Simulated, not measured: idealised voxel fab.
Process module name: voxel self aligned contacts
Section cut is 280 nm wide and gridded with 5 nm square cells.
Cross-sections here: square-cell grids, written as top-down lists of bands, a band being one or more rows of cells. For a band, the entry starts with two heights in nm, that of the top and then that of the bottom, and carries on with the band's materials in order from left to right, each alongside its width in nm; the word "edge to edge" beside a single material means it fills the band edge to edge, and "empty" means empty space. We count height from 0. Below that, the starting wafer is all one material. The lowest band never ends at the bottom but goes on down; see "0 nm and below" for how that is written. Top row gets the first number, bottom row gets the second, and each row in between changes by the same step: that is how a band width like "30->40" works. What does "remained unchanged" mean for a step? It means no cell of the cross-section changed in that step. Reported under the label "Enclosed cavity list" are the empty spaces having no open way to the top and comprising 8 cells or more; the notation for each is width x height at distance, in which the distance is measured from the left edge and all three values are in nm. Anything after a step's settings on that line? It's the simulator's own note about the step. The "overlay nm" setting may appear on a step's line; for a step that uses a mask, it gives how far to the right of its planned position the mask lay, and a negative value indicates the left.

## So here's the lineup of process steps we planned
step 1: RECEIVE (material Si)
step 2: CONFORMAL_DEP (material SiO2; thk nm 5)
step 3: DIRECTIONAL_DEP (material polySi; thk nm 20)
step 4: DIRECTIONAL_DEP (material SiN; thk nm 20)
step 5: MASKED_ETCH (tone cover; mask id GATE; width nm 30; pitch nm 65; etch materials SiN; depth nm 20; overlay nm 0)
step 6: MASKED_ETCH (tone cover; mask id GATE; width nm 30; pitch nm 65; etch materials polySi; depth nm 20; overlay nm -15)
step 7: CONFORMAL_DEP (material SiN; thk nm 10)
step 8: DIRECTIONAL_ETCH (etch materials SiN; depth nm 10)
step 9: FILL_DEP (material SiO2; thk nm 15)
step 10: CMP (height nm 50)
step 11: PATTERN (tone open; mask id CONTACT; material resist; width nm 45; pitch nm 65; thk nm 15; overlay nm 0)
step 12: DIRECTIONAL_ETCH (etch materials SiO2; depth nm 50)
step 13: STRIP (etch materials resist)
step 14: CONFORMAL_DEP (material TiN; thk nm 5)
step 15: FILL_DEP (material Ru; thk nm 10)
step 16: CMP (height nm 50)
step 17: CONFORMAL_DEP (material SiN; thk nm 5)
What sets these wafers apart? The overlay nm at step 6. They all start alike, and the plan carries the first wafer's value.

## First wafer of several, as received: cross-section after step 1
	0 nm and below | Si edge to edge
	Enclosed cavity list: none

## Here's the first of several wafers in cross-section, end of the module, after the last step, step 17
	55 nm to 50 nm | SiN edge to edge
	50 nm to 45 nm | SiO2: 85 | TiN: 20 | Ru: 5 | TiN: 20 | SiO2: 20 | TiN: 20 | Ru: 5 | TiN: 20 | SiO2: 85
	45 nm to 30 nm | SiO2: 50 | SiN: 50 | TiN: 5 | Ru: 5 | TiN: 5 | SiN: 50 | TiN: 5 | Ru: 5 | TiN: 5 | SiN: 50 | SiO2: 50
	30 nm to 25 nm | SiO2: 50 | SiN: 50 | TiN: 15 | SiN: 50 | TiN: 15 | SiN: 50 | SiO2: 50
	25 nm to 5 nm | SiO2: 35 | SiN: 10 | polySi: 45 | SiN: 20 | polySi: 45 | SiN: 20 | polySi: 45 | SiN: 10 | SiO2: 50
	5 nm to 0 nm | SiO2 edge to edge
	0 nm and below | Si edge to edge
	Enclosed cavity list: none

## Final wafer of several, shown in cross-section at the end of the module
	55 nm to 50 nm | SiN edge to edge
	50 nm to 45 nm | SiO2: 85 | TiN: 20 | Ru: 5 | TiN: 20 | SiO2: 20 | TiN: 20 | Ru: 5 | TiN: 20 | SiO2: 85
	45 nm to 30 nm | SiO2: 50 | SiN: 50 | TiN: 5 | Ru: 5 | TiN: 5 | SiN: 50 | TiN: 5 | Ru: 5 | TiN: 5 | SiN: 50 | SiO2: 50
	30 nm to 25 nm | SiO2: 50 | SiN: 50 | TiN: 15 | SiN: 50 | TiN: 15 | SiN: 50 | SiO2: 50
	25 nm to 5 nm | SiO2: 50 | SiN: 10 | polySi: 45 | SiN: 20 | polySi: 45 | SiN: 20 | polySi: 45 | SiN: 10 | SiO2: 35
	5 nm to 0 nm | SiO2 edge to edge
	0 nm and below | Si edge to edge
	Enclosed cavity list: none

## Gained (+) or lost (-) cells of each material since receipt, then closed voids: one row per wafer, at the end of the module
overlay nm -15 | +8 Ru | +224 SiN | +242 SiO2 | +34 TiN | +108 polySi | Enclosed cavity list: none
overlay nm -10 | +8 Ru | +224 SiN | +244 SiO2 | +44 TiN | +96 polySi | Enclosed cavity list: none
overlay nm -5 | +8 Ru | +224 SiN | +246 SiO2 | +54 TiN | +84 polySi | Enclosed cavity list: none
overlay nm 0 | +18 Ru | +224 SiN | +248 SiO2 | +54 TiN | +72 polySi | Enclosed cavity list: none
overlay nm 5 | +8 Ru | +224 SiN | +246 SiO2 | +54 TiN | +84 polySi | Enclosed cavity list: none
overlay nm 10 | +8 Ru | +224 SiN | +244 SiO2 | +44 TiN | +96 polySi | Enclosed cavity list: none
overlay nm 15 | +8 Ru | +224 SiN | +242 SiO2 | +34 TiN | +108 polySi | Enclosed cavity list: none
